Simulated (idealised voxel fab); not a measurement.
Documented hereafter: the process module known as voxel spacer lines.
Pictured: cross-section cut, 245 nm wide, on a grid of 5 nm square cells.
When this document writes out a cross-section, it uses a grid of square cells and lists it as bands, beginning at the top and moving down, with a band standing for one or more rows of cells.
In this notation a band is specified by the heights of its top and bottom, in that order and in nm, after which its materials appear from left to right, each paired with its width in nm. The word "edge to edge" attached to a single material means that material fills the band from edge to edge; the word "air" stands for empty space.
We count height from 0. Below that, the starting wafer is all one material. The lowest band never ends at the bottom but goes on down; see "top 0, no bottom" for how that is written.
Note: "30->40" means the width goes from the first number (top row of the band) to the second number (bottom row) in equal steps per row of cells.
Step note "nothing altered" = no cross-section cell changed.
Empty spaces counting at least 8 cells and having no open way to the top are listed in "Enclosed void catalog". The notation width x height at distance is used for each, the distance being from the left edge and all three values in nm.
Step line, after settings: the simulator's comment on this step.
overlay nm: mask right of planned place by this much (step with mask). Neg. = left.
-- Steps planned for the process
1) RECEIVE (material Si)
2) CONFORMAL_DEP (material Al2O3; thk nm 5)
3) DIRECTIONAL_DEP (material TiN; thk nm 10)
4) DIRECTIONAL_DEP (material aC; thk nm 25)
5) PATTERN (tone cover; mask id MANDREL; material resist; width nm 20; pitch nm 60; thk nm 30; overlay nm 0)
6) DIRECTIONAL_ETCH (etch materials aC; depth nm 25)
7) STRIP (etch materials resist)
8) CONFORMAL_DEP (material SiO2; thk nm 10)
9) DIRECTIONAL_ETCH (etch materials SiO2; depth nm 10)
10) STRIP (etch materials aC)
11) DIRECTIONAL_ETCH (etch materials TiN; depth nm 10)
12) STRIP (etch materials SiO2)
13) FILL_DEP (material lowk; thk nm 5)
14) CMP (height nm 15)
-- Wafer at receipt (post step 1), cross-section
top 0, no bottom = Si edge to edge
Enclosed void catalog: none
-- Wafer cross-section at module end: first of two, run to plan
top 15, bottom 5 = 70 nm lowk, then 10 nm TiN, then 20 nm lowk, then 10 nm TiN, then 20 nm lowk, then 10 nm TiN, then 20 nm lowk, then 10 nm TiN, then 75 nm lowk
top 5, bottom 0 = Al2O3 edge to edge
top 0, no bottom = Si edge to edge
Enclosed void catalog: none
-- Module end: cross-section of wafer two of two. Same start and process plan as the first wafer. One mistake during execution
top 15, bottom 5 = 60 nm lowk, then 10 nm TiN, then 20 nm lowk, then 10 nm TiN, then 20 nm lowk, then 10 nm TiN, then 20 nm lowk, then 10 nm TiN, then 85 nm lowk
top 5, bottom 0 = Al2O3 edge to edge
top 0, no bottom = Si edge to edge
Enclosed void catalog: none
Here's what went sideways: step 5 ran as: PATTERN (tone cover; mask id MANDREL; material resist; width nm 20; pitch nm 60; thk nm 30; overlay nm -10)
Comparing end states, the material composition by cell count is preserved from the first wafer to the second, while the locations of the cells are not.
